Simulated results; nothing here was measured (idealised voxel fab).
Process module name: voxel wiring stack
FYI the section here is cut, 265 nm wide, cells are 5 nm squares.
Notation: cross-section as square-cell grid; stated in bands, top first, going down; one or more cell rows per band.
Band entry format. Leading values: height of top, height of bottom, nm. Remainder: materials in left-to-right order, each with its width in nm. Special words: "all across" on a single material, which then fills the band edge to edge; "blank", empty space.
Ref level 0: as-received wafer is one material below here. Bottom band extends down with no lower bound ("0 nm and below").
Read "30 to 40" as a graded width: first number on top, second number at the bottom, same change between each pair of neighbouring rows.
When a step is marked "nothing changed", none of the cells in the cross-section changed during that step.
Each empty space that has no open way to the top and spans at least 8 cells appears under "Enclosed void inventory" as width x height at distance, the distance counted from the left edge, all in nm.
Note: text after step settings on the step line = simulator remark on that step.
overlay nm: where the mask lay relative to plan, measured to the right, on steps with a mask; negatives go left.
## Steps in the process plan
- 1: RECEIVE, material Si
- 2: CONFORMAL_DEP, material SiO2, thk nm 10
- 3: CONFORMAL_DEP, material SiN, thk nm 5
- 4: DIRECTIONAL_DEP, material lowk, thk nm 15
- 5: PATTERN, tone open, mask id METAL_1, material resist, width nm 30, pitch nm 60, thk nm 20, overlay nm 0
- 6: DIRECTIONAL_ETCH, etch materials lowk, depth nm 15
- 7: DIRECTIONAL_ETCH, etch materials SiN, depth nm 5
- 8: STRIP, etch materials resist
- 9: CONFORMAL_DEP, material TiN, thk nm 5
- 10: FILL_DEP, material Cu, thk nm 10
- 11: CMP, height nm 30
- 12: CONFORMAL_DEP, material SiCN, thk nm 5
- 13: DIRECTIONAL_DEP, material lowk, thk nm 25
- 14: DIRECTIONAL_DEP, material aC, thk nm 10
- 15: PATTERN, tone open, mask id METAL_2, material resist, width nm 30, pitch nm 60, thk nm 30, overlay nm 0
- 16: DIRECTIONAL_ETCH, etch materials aC, depth nm 10
- 17: STRIP, etch materials resist
- 18: DIRECTIONAL_ETCH, etch materials lowk, depth nm 15
- 19: STRIP, etch materials aC
- 20: DIRECTIONAL_DEP, material aC, thk nm 10
- 21: PATTERN, tone open, mask id METAL_2_HOLES, material resist, width nm 15, thk nm 30, overlay nm 0
- 22: DIRECTIONAL_ETCH, etch materials aC, depth nm 10
- 23: STRIP, etch materials resist
- 24: DIRECTIONAL_ETCH, etch materials lowk, depth nm 10
- 25: DIRECTIONAL_ETCH, etch materials SiCN, depth nm 5
- 26: STRIP, etch materials aC
- 27: CONFORMAL_DEP, material TiN, thk nm 5
- 28: FILL_DEP, material Cu, thk nm 5
- 29: CMP, height nm 60
- 30: CONFORMAL_DEP, material SiN, thk nm 5
## Wafer cross-section on receipt, i.e. after step 1
  0 nm and below  Si all across
  Enclosed void inventory: none
## Cross-sectional view of the first of the two wafers upon completion of the module, processed in accordance with the plan
  65 nm to 60 nm  SiN all across
  60 nm to 50 nm  lowk=85 | TiN=5 | Cu=20 | TiN=5 | lowk=30 | TiN=5 | Cu=20 | TiN=5 | lowk=90
  50 nm to 45 nm  lowk=85 | TiN=5 | Cu=5 | TiN=20 | lowk=30 | TiN=30 | lowk=90
  45 nm to 35 nm  lowk=85 | TiN=5 | Cu=5 | TiN=5 | lowk=165
  35 nm to 30 nm  SiCN=85 | TiN=15 | SiCN=165
  30 nm to 15 nm  lowk=85 | TiN=5 | Cu=20 | TiN=5 | lowk=30 | TiN=5 | Cu=20 | TiN=5 | lowk=90
  15 nm to 10 nm  SiN=85 | TiN=30 | SiN=30 | TiN=30 | SiN=90
  10 nm to 0 nm  SiO2 all across
  0 nm and below  Si all across
  Enclosed void inventory: none
## Second wafer of the two, sectioned at the end of the module. It began like the first and followed the same plan, but one mistake was made while running it
  65 nm to 60 nm  SiN all across
  60 nm to 50 nm  lowk=85 | TiN=5 | Cu=25 | TiN=5 | lowk=25 | TiN=5 | Cu=25 | TiN=5 | lowk=85
  50 nm to 45 nm  lowk=85 | TiN=5 | Cu=5 | TiN=25 | lowk=25 | TiN=35 | lowk=85
  45 nm to 35 nm  lowk=85 | TiN=5 | Cu=5 | TiN=5 | lowk=165
  35 nm to 30 nm  SiCN=85 | TiN=15 | SiCN=165
  30 nm to 15 nm  lowk=85 | TiN=5 | Cu=20 | TiN=5 | lowk=30 | TiN=5 | Cu=20 | TiN=5 | lowk=90
  15 nm to 10 nm  SiN=85 | TiN=30 | SiN=30 | TiN=30 | SiN=90
  10 nm to 0 nm  SiO2 all across
  0 nm and below  Si all across
  Enclosed void inventory: none
In executing the process, a mistake was made relative to the plan: for step 15, the planned setting was not used; the step was instead run as PATTERN, tone open, mask id METAL_2, material resist, width nm 35, pitch nm 60, thk nm 30, overlay nm 0
Count the cells at the end and the second wafer has more or fewer of some materials than the first: 4 more of Cu, 2 more of TiN, 6 fewer of lowk
